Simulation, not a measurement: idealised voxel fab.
The name of this process module is voxel air gaps.
We display cut, a cross-section 295 nm in width whose square cells are each 5 nm.
We lay out every cross-section as a grid of square cells and spell it out in bands from the top down, where one band means one or more rows of cells. Within each band entry, the heights of the top and of the bottom of the band appear first, in that order and in nm; the materials of the band then follow from left to right, each with its corresponding width in nm. The designation "throughout" on a single material indicates that it fills the band from edge to edge; the designation "empty" indicates empty space. Height reference: 0 = level under which incoming wafer is all one material. Lowest band: no bottom, runs on downward, e.g. "0 -> down". A width such as "30..40" changes by the same amount from each row of cells to the next, from the band's top row to its bottom row. No cell of the cross-section changed in a step that is given as "no change occurred". If an empty space has no open way to the top and is at least 8 cells in size, "Sealed cavities" lists it, written width x height at distance, where distance is measured from the left edge and every value is in nm. after a step's settings: what the simulator itself notes on the step. overlay nm: right-of-plan distance of the mask on a masked step; negative values mean left-of-plan.

## So here's the lineup of process steps we planned
1,RECEIVE,material Si
2,CONFORMAL_DEP,material SiO2,thk nm 15
3,CONFORMAL_DEP,material SiCN,thk nm 5
4,DIRECTIONAL_DEP,material SiO2,thk nm 40
5,DIRECTIONAL_DEP,material aC,thk nm 10
6,PATTERN,tone open,mask id LINES,material resist,width nm 15,pitch nm 45,thk nm 30,overlay nm 0
7,DIRECTIONAL_ETCH,etch materials aC,depth nm 10
8,STRIP,etch materials resist
9,DIRECTIONAL_ETCH,etch materials SiO2,depth nm 40
10,STRIP,etch materials aC
11,CONFORMAL_DEP,material TiN,thk nm 5
12,FILL_DEP,material W,thk nm 5
13,CMP,height nm 60
14,EPI,material Ru,thk nm 10
15,SELECTIVE_ETCH,etch materials SiO2,depth nm 50
16,CONFORMAL_DEP,material SiCN,thk nm 5
Same starting wafers, different width nm at step 6. Plan value belongs to the first wafer.

## Cross-section of the first of several wafers on receipt, reflecting completion of step 1
	0 -> down = Si throughout
	Sealed cavities: none

## End of module, by wafer: material-by-material cell gain (+) or loss (-) since receipt, then closed voids
width nm 15; +42 Ru; +202 SiCN; +177 SiO2; +51 TiN; +21 W; Sealed cavities: 20 x 30 at 115; 20 x 30 at 160
width nm 20; +48 Ru; +194 SiCN; +177 SiO2; +54 TiN; +42 W; Sealed cavities: 15 x 30 at 120; 15 x 30 at 165
width nm 25; +54 Ru; +146 SiCN; +241 SiO2; +57 TiN; +63 W; Sealed cavities: none
width nm 30; +56 Ru; +146 SiCN; +225 SiO2; +60 TiN; +84 W; Sealed cavities: none
